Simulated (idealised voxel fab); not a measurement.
Herein follows the process module entitled voxel double patterning.
Square cells of 5 nm make up the cross-section cut, whose width is 170 nm.
Just so we're on the same page, the cross-sections are grids of square cells, and they're listed out in bands top to bottom, each band one or more rows deep.
Each band's line starts with the height of the band's top and of its bottom, in nm. Then come its materials from left to right, each with its width in nm. One material with "edge to edge" fills the band from edge to edge. "empty" is empty space.
It should be noted that heights are counted from 0, beneath which the wafer as supplied is of one material throughout, and that the lowest band possesses no lower boundary but continues downward, as written in "0 nm and below".
A width given as "30..40" starts at the first number in the band's top row and ends at the second number in its bottom row, shifting by an equal amount at every step from row to row.
The cross-section has no changed cell in any step marked "nothing changed".
"Closed-off voids" - sealed voids, min. 8 cells, no opening to top; format: width x height at distance (distance from left edge; nm throughout).
Heads up: the bit after the settings on a step's line is the simulator's remark on that step.
On any step carrying a mask, the "overlay nm" setting, if present on the step's line, tells how far right of its planned place the mask lay; negative values point to the left.
**plan**
- 1: RECEIVE | material Si
- 2: CONFORMAL_DEP | material SiN | thk nm 10
- 3: DIRECTIONAL_DEP | material SiO2 | thk nm 10
- 4: DIRECTIONAL_DEP | material SiCN | thk nm 10
- 5: DIRECTIONAL_DEP | material aC | thk nm 15
- 6: PATTERN | tone open | mask id FIRST | material resist | width nm 15 | pitch nm 50 | thk nm 35 | overlay nm 0
- 7: DIRECTIONAL_ETCH | etch materials aC | depth nm 15
- 8: STRIP | etch materials resist
- 9: DIRECTIONAL_ETCH | etch materials SiCN | depth nm 10
- 10: STRIP | etch materials aC
- 11: PATTERN | tone open | mask id SECOND | material resist | width nm 15 | thk nm 20 | overlay nm 0
- 12: DIRECTIONAL_ETCH | etch materials SiCN | depth nm 10
- 13: STRIP | etch materials resist
- 14: DIRECTIONAL_ETCH | etch materials SiO2 | depth nm 10
- 15: STRIP | etch materials SiCN
**Step 1 complete: cross-section of the wafer as received**
- 0 nm and below  Si edge to edge
- Closed-off voids: none
**One mistake in running the module, otherwise start and plan as above: cross-section at the end**
- 10 nm to 0 nm  SiO2 50, then empty 15, then SiO2 10, then empty 15, then SiO2 10, then empty 15, then SiO2 55
- 0 nm and below  Si edge to edge
- Closed-off voids: none
Nonconformance to the process plan: step 2 was dropped from the plan's execution and never run
